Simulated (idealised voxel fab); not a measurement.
Process module in this document: voxel double patterning
Displayed cross-section: cut, width of 165 nm, square cells sized 5 nm.
Bands, listed from the top down, are how a cross-section gets written in this document; the cross-section itself is a grid of square cells, and a band is one or more rows of them. Each band's line starts with the height of the band's top and of its bottom, in nm. Then come its materials from left to right, each with its width in nm. One material with "full width" fills the band from edge to edge. "blank" is empty space. Zero point of the height axis is 0; under it, received wafer = one material. Lowest band: continues down indefinitely, "from 0 down". The two numbers in a width such as "30 to 40" mark its ends across the band: the first belongs to the top row of cells, the second to the bottom row, and from each row to the next the width moves by the same amount. Key: "identical to before" - step with no changed cell in the cross-section. Listed in "Closed empty spaces": every empty space of 8 or more cells without an open way to the top. Form: width x height at distance, the distance being from the left edge, all in nm. If you see something after the settings on a step's line, that's the simulator's own remark about that step. You can add "overlay nm" to a step's line. For a step with a mask, it describes how far the mask lay to the right of its planned position, and a negative number describes a lay to the left.

### List of planned process steps
1) op RECEIVE | material Si
2) op CONFORMAL_DEP | material SiO2 | thk nm 10
3) op DIRECTIONAL_DEP | material TiN | thk nm 20
4) op DIRECTIONAL_DEP | material SiCN | thk nm 5
5) op DIRECTIONAL_DEP | material aC | thk nm 15
6) op PATTERN | tone open | mask id FIRST | material resist | width nm 15 | pitch nm 50 | thk nm 35 | overlay nm 0
7) op DIRECTIONAL_ETCH | etch materials aC | depth nm 15
8) op STRIP | etch materials resist
9) op DIRECTIONAL_ETCH | etch materials SiCN | depth nm 5
10) op STRIP | etch materials aC
11) op PATTERN | tone open | mask id SECOND | material resist | width nm 15 | pitch nm 50 | thk nm 20 | overlay nm 0
12) op DIRECTIONAL_ETCH | etch materials SiCN | depth nm 5
13) op STRIP | etch materials resist
14) op DIRECTIONAL_ETCH | etch materials TiN | depth nm 20
15) op STRIP | etch materials SiCN

### On the first of the two wafers: run conducted according to plan

### This is the cross-section of the wafer as we received it, i.e. after step 1
> from 0 down | Si full width
> Closed empty spaces: none

### So this is the wafer cross-section right after step 2
> from 10 to 0 | SiO2 full width
> Beneath the level 0, the cross-section is identical to its previous state.

### So this is the wafer cross-section right after step 3
> from 30 to 10 | TiN full width
> Beneath the level 10, the cross-section is identical to its previous state.

### So this is the wafer cross-section right after step 4
> from 35 to 30 | SiCN full width
> Beneath the level 30, the cross-section is identical to its previous state.

### So this is the wafer cross-section right after step 5
> from 50 to 35 | aC full width
> Beneath the level 35, the cross-section is identical to its previous state.

### So this is the wafer cross-section right after step 6
> from 85 to 50 | resist=25  blank=15  resist=35  blank=15  resist=35  blank=15  resist=25
> Beneath the level 50, the cross-section is identical to its previous state.

### So this is the wafer cross-section right after step 7
> from 70 to 50 | resist=25  blank=15  resist=35  blank=15  resist=35  blank=15  resist=25
> from 50 to 35 | aC=25  blank=15  aC=35  blank=15  aC=35  blank=15  aC=25
> Beneath the level 35, the cross-section is identical to its previous state.

### So this is the wafer cross-section right after step 8
> from 50 to 35 | aC=25  blank=15  aC=35  blank=15  aC=35  blank=15  aC=25
> Beneath the level 35, the cross-section is identical to its previous state.

### So this is the wafer cross-section right after step 9
> from 50 to 35 | aC=25  blank=15  aC=35  blank=15  aC=35  blank=15  aC=25
> from 35 to 30 | SiCN=25  blank=15  SiCN=35  blank=15  SiCN=35  blank=15  SiCN=25
> Beneath the level 30, the cross-section is identical to its previous state.

### So this is the wafer cross-section right after step 10
> from 35 to 30 | SiCN=25  blank=15  SiCN=35  blank=15  SiCN=35  blank=15  SiCN=25
> Beneath the level 30, the cross-section is identical to its previous state.

### So this is the wafer cross-section right after step 11
> from 55 to 35 | resist=50  blank=15  resist=35  blank=15  resist=50
> from 35 to 30 | SiCN=25  resist=15  SiCN=35  resist=15  SiCN=35  resist=15  SiCN=25
> Beneath the level 30, the cross-section is identical to its previous state.

### So this is the wafer cross-section right after step 12
> from 55 to 35 | resist=50  blank=15  resist=35  blank=15  resist=50
> from 35 to 30 | SiCN=25  resist=15  SiCN=10  blank=15  SiCN=10  resist=15  SiCN=10  blank=15  SiCN=10  resist=15  SiCN=25
> Beneath the level 30, the cross-section is identical to its previous state.

### So this is the wafer cross-section right after step 13
> from 35 to 30 | SiCN=25  blank=15  SiCN=10  blank=15  SiCN=10  blank=15  SiCN=10  blank=15  SiCN=10  blank=15  SiCN=25
> Beneath the level 30, the cross-section is identical to its previous state.

### So this is the wafer cross-section right after step 14
> from 35 to 30 | SiCN=25  blank=15  SiCN=10  blank=15  SiCN=10  blank=15  SiCN=10  blank=15  SiCN=10  blank=15  SiCN=25
> from 30 to 10 | TiN=25  blank=15  TiN=10  blank=15  TiN=10  blank=15  TiN=10  blank=15  TiN=10  blank=15  TiN=25
> Beneath the level 10, the cross-section is identical to its previous state.

### So this is the wafer cross-section right after step 15
> from 30 to 10 | TiN=25  blank=15  TiN=10  blank=15  TiN=10  blank=15  TiN=10  blank=15  TiN=10  blank=15  TiN=25
> Beneath the level 10, the cross-section is identical to its previous state.

### Now the other wafer: same start, same recipe, but we messed up one thing when running it. Up to and including step 2 it's the same as the first one

### Look at the second wafer in cross-section at the time step 3 ought to have finished
> from 50 to 10 | TiN full width
> Beneath the level 10, the cross-section is identical to its previous state.

### Look at the second wafer in cross-section at the time step 4 ought to have finished
> from 55 to 50 | SiCN full width
> Beneath the level 50, the cross-section is identical to its previous state.

### Look at the second wafer in cross-section at the time step 5 ought to have finished
> from 70 to 55 | aC full width
> Beneath the level 55, the cross-section is identical to its previous state.

### Look at the second wafer in cross-section at the time step 6 ought to have finished
> from 105 to 70 | resist=25  blank=15  resist=35  blank=15  resist=35  blank=15  resist=25
> Beneath the level 70, the cross-section is identical to its previous state.

### Look at the second wafer in cross-section at the time step 7 ought to have finished
> from 90 to 70 | resist=25  blank=15  resist=35  blank=15  resist=35  blank=15  resist=25
> from 70 to 55 | aC=25  blank=15  aC=35  blank=15  aC=35  blank=15  aC=25
> Beneath the level 55, the cross-section is identical to its previous state.

### Look at the second wafer in cross-section at the time step 8 ought to have finished
> from 70 to 55 | aC=25  blank=15  aC=35  blank=15  aC=35  blank=15  aC=25
> Beneath the level 55, the cross-section is identical to its previous state.

### Look at the second wafer in cross-section at the time step 9 ought to have finished
> from 70 to 55 | aC=25  blank=15  aC=35  blank=15  aC=35  blank=15  aC=25
> from 55 to 50 | SiCN=25  blank=15  SiCN=35  blank=15  SiCN=35  blank=15  SiCN=25
> Beneath the level 50, the cross-section is identical to its previous state.

### Look at the second wafer in cross-section at the time step 10 ought to have finished
> from 55 to 50 | SiCN=25  blank=15  SiCN=35  blank=15  SiCN=35  blank=15  SiCN=25
> Beneath the level 50, the cross-section is identical to its previous state.

### Look at the second wafer in cross-section at the time step 11 ought to have finished
> from 75 to 55 | resist=50  blank=15  resist=35  blank=15  resist=50
> from 55 to 50 | SiCN=25  resist=15  SiCN=35  resist=15  SiCN=35  resist=15  SiCN=25
> Beneath the level 50, the cross-section is identical to its previous state.

### Look at the second wafer in cross-section at the time step 12 ought to have finished
> from 75 to 55 | resist=50  blank=15  resist=35  blank=15  resist=50
> from 55 to 50 | SiCN=25  resist=15  SiCN=10  blank=15  SiCN=10  resist=15  SiCN=10  blank=15  SiCN=10  resist=15  SiCN=25
> Beneath the level 50, the cross-section is identical to its previous state.

### Look at the second wafer in cross-section at the time step 13 ought to have finished
> from 55 to 50 | SiCN=25  blank=15  SiCN=10  blank=15  SiCN=10  blank=15  SiCN=10  blank=15  SiCN=10  blank=15  SiCN=25
> Beneath the level 50, the cross-section is identical to its previous state.

### Look at the second wafer in cross-section at the time step 14 ought to have finished
> from 55 to 50 | SiCN=25  blank=15  SiCN=10  blank=15  SiCN=10  blank=15  SiCN=10  blank=15  SiCN=10  blank=15  SiCN=25
> from 50 to 30 | TiN=25  blank=15  TiN=10  blank=15  TiN=10  blank=15  TiN=10  blank=15  TiN=10  blank=15  TiN=25
> Beneath the level 30, the cross-section is identical to its previous state.

### Look at the second wafer in cross-section at the time step 15 ought to have finished
> from 50 to 30 | TiN=25  blank=15  TiN=10  blank=15  TiN=10  blank=15  TiN=10  blank=15  TiN=10  blank=15  TiN=25
> Beneath the level 30, the cross-section is identical to its previous state.
Run error: plan step 3 was conducted twice
Counted in cells at the end, the second wafer holds more or fewer of these materials than the first: +132 TiN
